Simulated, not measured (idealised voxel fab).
This section sets out a process module, namely voxel tone inversion.
Pictured: cross-section cut, 240 nm wide, on a grid of 5 nm square cells.
Cross-section = grid of square cells, listed top down in bands; band = one or more rows. Read a band's entry like this: the first values are the height of its top and the height of its bottom in nm, and what follows is the sequence of materials from left to right, each with its width in nm. Note that "air" is empty space, and that a single material marked "edge to edge" reaches across the band from edge to edge. All heights in this document are referenced to 0, defined as the level beneath which the wafer, as received, consists entirely of one material. The lowest band is not bounded below; it extends indefinitely downward and is written in the form "0 -> down". Per-row width for "30..40": begins at first number (top row of band), ends at second number (bottom row), increment between rows held constant. "no alterations made" -> step changed no cross-section cell. Voids not open to the top, 8 cells minimum: see "Closed void listing". Written width x height at distance; distance is from the left edge; nm. Post-settings text on a step line: simulator's own remark regarding the step. The "overlay nm" setting may appear on a step's line; for a step that uses a mask, it gives how far to the right of its planned position the mask lay, and a negative value indicates the left.

### Steps in the process plan
| 1 | RECEIVE (material Si) |
| 2 | CONFORMAL_DEP (material SiN; thk nm 5) |
| 3 | DIRECTIONAL_DEP (material polySi; thk nm 20) |
| 4 | PATTERN (tone cover; mask id POSTS; material resist; width nm 15; pitch nm 45; thk nm 25; overlay nm 0) |
| 5 | DIRECTIONAL_ETCH (etch materials polySi; depth nm 20) |
| 6 | STRIP (etch materials resist) |
| 7 | FILL_DEP (material lowk; thk nm 10) |
| 8 | CMP (height nm 25) |
| 9 | STRIP (etch materials polySi) |
| 10 | CONFORMAL_DEP (material TiN; thk nm 5) |
| 11 | FILL_DEP (material Cu; thk nm 10) |
| 12 | CMP (height nm 25) |
| 13 | CONFORMAL_DEP (material SiCN; thk nm 5) |

### Concerning the first of two wafers, which was run in accordance with the plan

### Cross-sectional view of the wafer in its as-received condition, corresponding to the state after step 1
	0 -> down = Si edge to edge
	Closed void listing: none

### Cross-section of the wafer after step 2
	5 -> 0 = SiN edge to edge
	Everything below 0 is unchanged.

### Cross-section of the wafer after step 3
	25 -> 5 = polySi edge to edge
	Everything below 5 is unchanged.

### Cross-section of the wafer after step 4
	50 -> 25 = 45 air, then 15 resist, then 30 air, then 15 resist, then 30 air, then 15 resist, then 30 air, then 15 resist, then 45 air
	Everything below 25 is unchanged.

### Cross-section of the wafer after step 5
	50 -> 25 = 45 air, then 15 resist, then 30 air, then 15 resist, then 30 air, then 15 resist, then 30 air, then 15 resist, then 45 air
	25 -> 5 = 45 air, then 15 polySi, then 30 air, then 15 polySi, then 30 air, then 15 polySi, then 30 air, then 15 polySi, then 45 air
	Everything below 5 is unchanged.

### Cross-section of the wafer after step 6
	25 -> 5 = 45 air, then 15 polySi, then 30 air, then 15 polySi, then 30 air, then 15 polySi, then 30 air, then 15 polySi, then 45 air
	Everything below 5 is unchanged.

### Cross-section of the wafer after step 7
	35 -> 25 = lowk edge to edge
	25 -> 5 = 45 lowk, then 15 polySi, then 30 lowk, then 15 polySi, then 30 lowk, then 15 polySi, then 30 lowk, then 15 polySi, then 45 lowk
	Everything below 5 is unchanged.

### Cross-section of the wafer after step 8
	25 -> 5 = 45 lowk, then 15 polySi, then 30 lowk, then 15 polySi, then 30 lowk, then 15 polySi, then 30 lowk, then 15 polySi, then 45 lowk
	Everything below 5 is unchanged.

### Cross-section of the wafer after step 9
	25 -> 5 = 45 lowk, then 15 air, then 30 lowk, then 15 air, then 30 lowk, then 15 air, then 30 lowk, then 15 air, then 45 lowk
	Everything below 5 is unchanged.

### Cross-section of the wafer after step 10
	30 -> 25 = 50 TiN, then 5 air, then 40 TiN, then 5 air, then 40 TiN, then 5 air, then 40 TiN, then 5 air, then 50 TiN
	25 -> 10 = 45 lowk, then 5 TiN, then 5 air, then 5 TiN, then 30 lowk, then 5 TiN, then 5 air, then 5 TiN, then 30 lowk, then 5 TiN, then 5 air, then 5 TiN, then 30 lowk, then 5 TiN, then 5 air, then 5 TiN, then 45 lowk
	10 -> 5 = 45 lowk, then 15 TiN, then 30 lowk, then 15 TiN, then 30 lowk, then 15 TiN, then 30 lowk, then 15 TiN, then 45 lowk
	Everything below 5 is unchanged.

### Cross-section of the wafer after step 11
	40 -> 30 = Cu edge to edge
	30 -> 25 = 50 TiN, then 5 Cu, then 40 TiN, then 5 Cu, then 40 TiN, then 5 Cu, then 40 TiN, then 5 Cu, then 50 TiN
	25 -> 10 = 45 lowk, then 5 TiN, then 5 Cu, then 5 TiN, then 30 lowk, then 5 TiN, then 5 Cu, then 5 TiN, then 30 lowk, then 5 TiN, then 5 Cu, then 5 TiN, then 30 lowk, then 5 TiN, then 5 Cu, then 5 TiN, then 45 lowk
	Everything below 10 is unchanged.

### Cross-section of the wafer after step 12
	25 -> 10 = 45 lowk, then 5 TiN, then 5 Cu, then 5 TiN, then 30 lowk, then 5 TiN, then 5 Cu, then 5 TiN, then 30 lowk, then 5 TiN, then 5 Cu, then 5 TiN, then 30 lowk, then 5 TiN, then 5 Cu, then 5 TiN, then 45 lowk
	Everything below 10 is unchanged.

### Cross-section of the wafer after step 13
	30 -> 25 = SiCN edge to edge
	Everything below 25 is unchanged.

### The remaining wafer, second of the two, started like the first and was run to the same plan, except that one mistake was made along the way; the two coincide through step 3, inclusive

### when step 4 should have ended
	50 -> 25 = 45 resist, then 15 air, then 30 resist, then 15 air, then 30 resist, then 15 air, then 30 resist, then 15 air, then 45 resist
	Everything below 25 is unchanged.

### when step 5 should have ended
	50 -> 25 = 45 resist, then 15 air, then 30 resist, then 15 air, then 30 resist, then 15 air, then 30 resist, then 15 air, then 45 resist
	25 -> 5 = 45 polySi, then 15 air, then 30 polySi, then 15 air, then 30 polySi, then 15 air, then 30 polySi, then 15 air, then 45 polySi
	Everything below 5 is unchanged.

### when step 6 should have ended
	25 -> 5 = 45 polySi, then 15 air, then 30 polySi, then 15 air, then 30 polySi, then 15 air, then 30 polySi, then 15 air, then 45 polySi
	Everything below 5 is unchanged.

### when step 7 should have ended
	35 -> 25 = lowk edge to edge
	25 -> 5 = 45 polySi, then 15 lowk, then 30 polySi, then 15 lowk, then 30 polySi, then 15 lowk, then 30 polySi, then 15 lowk, then 45 polySi
	Everything below 5 is unchanged.

### when step 8 should have ended
	25 -> 5 = 45 polySi, then 15 lowk, then 30 polySi, then 15 lowk, then 30 polySi, then 15 lowk, then 30 polySi, then 15 lowk, then 45 polySi
	Everything below 5 is unchanged.

### when step 9 should have ended
	25 -> 5 = 45 air, then 15 lowk, then 30 air, then 15 lowk, then 30 air, then 15 lowk, then 30 air, then 15 lowk, then 45 air
	Everything below 5 is unchanged.

### when step 10 should have ended
	30 -> 25 = 40 air, then 25 TiN, then 20 air, then 25 TiN, then 20 air, then 25 TiN, then 20 air, then 25 TiN, then 40 air
	25 -> 10 = 40 air, then 5 TiN, then 15 lowk, then 5 TiN, then 20 air, then 5 TiN, then 15 lowk, then 5 TiN, then 20 air, then 5 TiN, then 15 lowk, then 5 TiN, then 20 air, then 5 TiN, then 15 lowk, then 5 TiN, then 40 air
	10 -> 5 = 45 TiN, then 15 lowk, then 30 TiN, then 15 lowk, then 30 TiN, then 15 lowk, then 30 TiN, then 15 lowk, then 45 TiN
	Everything below 5 is unchanged.

### when step 11 should have ended
	40 -> 30 = Cu edge to edge
	30 -> 25 = 40 Cu, then 25 TiN, then 20 Cu, then 25 TiN, then 20 Cu, then 25 TiN, then 20 Cu, then 25 TiN, then 40 Cu
	25 -> 10 = 40 Cu, then 5 TiN, then 15 lowk, then 5 TiN, then 20 Cu, then 5 TiN, then 15 lowk, then 5 TiN, then 20 Cu, then 5 TiN, then 15 lowk, then 5 TiN, then 20 Cu, then 5 TiN, then 15 lowk, then 5 TiN, then 40 Cu
	Everything below 10 is unchanged.

### when step 12 should have ended
	25 -> 10 = 40 Cu, then 5 TiN, then 15 lowk, then 5 TiN, then 20 Cu, then 5 TiN, then 15 lowk, then 5 TiN, then 20 Cu, then 5 TiN, then 15 lowk, then 5 TiN, then 20 Cu, then 5 TiN, then 15 lowk, then 5 TiN, then 40 Cu
	Everything below 10 is unchanged.

### when step 13 should have ended
	30 -> 25 = SiCN edge to edge
	Everything below 25 is unchanged.
Diagnosis: contrary to plan, step 4 was performed as PATTERN (tone open; mask id POSTS; material resist; width nm 15; pitch nm 45; thk nm 25; overlay nm 0)
Final comparison by cell count, materials where the second wafer has more or fewer than the first: 72 more of Cu, 24 more of TiN, 96 fewer of lowk
